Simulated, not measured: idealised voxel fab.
process module | voxel air gaps
cross-section cut | 265 nm wide | cells 5 nm
A cross-section is a grid of square cells, given in bands from the top down. A band is one or more rows of cells.
Each band's line starts with the height of the band's top and of its bottom, in nm. Then come its materials from left to right, each with its width in nm. One material with "throughout" fills the band from edge to edge. "air" is empty space.
Height 0 is the level under which the wafer as received is all one material. The lowest band goes on downwards, as in "0 down".
A width such as "30 to 40" changes by the same amount from each row of cells to the next, from the band's top row to its bottom row.
"no change" after a step means that no cell of the cross-section changed.
closed voids: empty space of 8 cells or more with no open way to the top, each as width x height at its distance from the left edge, in nm
after a step's settings: what the simulator itself notes on the step
overlay nm, on a step with a mask: how far to the right of its planned place the mask lay; to the left if negative
plan
1 op RECEIVE | material Si
2 op CONFORMAL_DEP | material SiO2 | thk nm 15
3 op CONFORMAL_DEP | material SiN | thk nm 5
4 op DIRECTIONAL_DEP | material SiO2 | thk nm 40
5 op DIRECTIONAL_DEP | material aC | thk nm 15
6 op PATTERN | tone open | mask id LINES | material resist | width nm 25 | pitch nm 55 | thk nm 35 | overlay nm 0
7 op DIRECTIONAL_ETCH | etch materials aC | depth nm 15
8 op STRIP | etch materials resist
9 op DIRECTIONAL_ETCH | etch materials SiO2 | depth nm 40
10 op STRIP | etch materials aC
11 op CONFORMAL_DEP | material TiN | thk nm 5
12 op FILL_DEP | material W | thk nm 10
13 op CMP | height nm 60
14 op EPI | material Ru | thk nm 10
15 op SELECTIVE_ETCH | etch materials SiO2 | depth nm 50
16 op CONFORMAL_DEP | material SiCN | thk nm 5
as received, after step 1
  0 down: Si throughout
  closed voids: none
a wafer at the end: this start, this plan, one mistake
  75 to 70: SiCN throughout
  70 to 60: Ru 45 | SiCN 5 | Ru 50 | SiCN 5 | Ru 50 | SiCN 5 | Ru 50 | SiCN 5 | Ru 50
  60 to 55: W 30 | TiN 5 | SiCN 25 | TiN 5 | W 20 | TiN 5 | SiCN 25 | TiN 5 | W 20 | TiN 5 | SiCN 25 | TiN 5 | W 20 | TiN 5 | SiCN 25 | TiN 5 | W 35
  55 to 25: W 30 | TiN 5 | SiCN 5 | air 15 | SiCN 5 | TiN 5 | W 20 | TiN 5 | SiCN 5 | air 15 | SiCN 5 | TiN 5 | W 20 | TiN 5 | SiCN 5 | air 15 | SiCN 5 | TiN 5 | W 20 | TiN 5 | SiCN 5 | air 15 | SiCN 5 | TiN 5 | W 35
  25 to 20: TiN 35 | SiCN 25 | TiN 30 | SiCN 25 | TiN 30 | SiCN 25 | TiN 30 | SiCN 25 | TiN 40
  20 to 15: SiN throughout
  15 to 0: SiO2 throughout
  0 down: Si throughout
  closed voids: 15 x 30 at 40; 15 x 30 at 95; 15 x 30 at 150; 15 x 30 at 205
what went wrong: step 6 ran as: op PATTERN | tone cover | mask id LINES | material resist | width nm 25 | pitch nm 55 | thk nm 35 | overlay nm 0
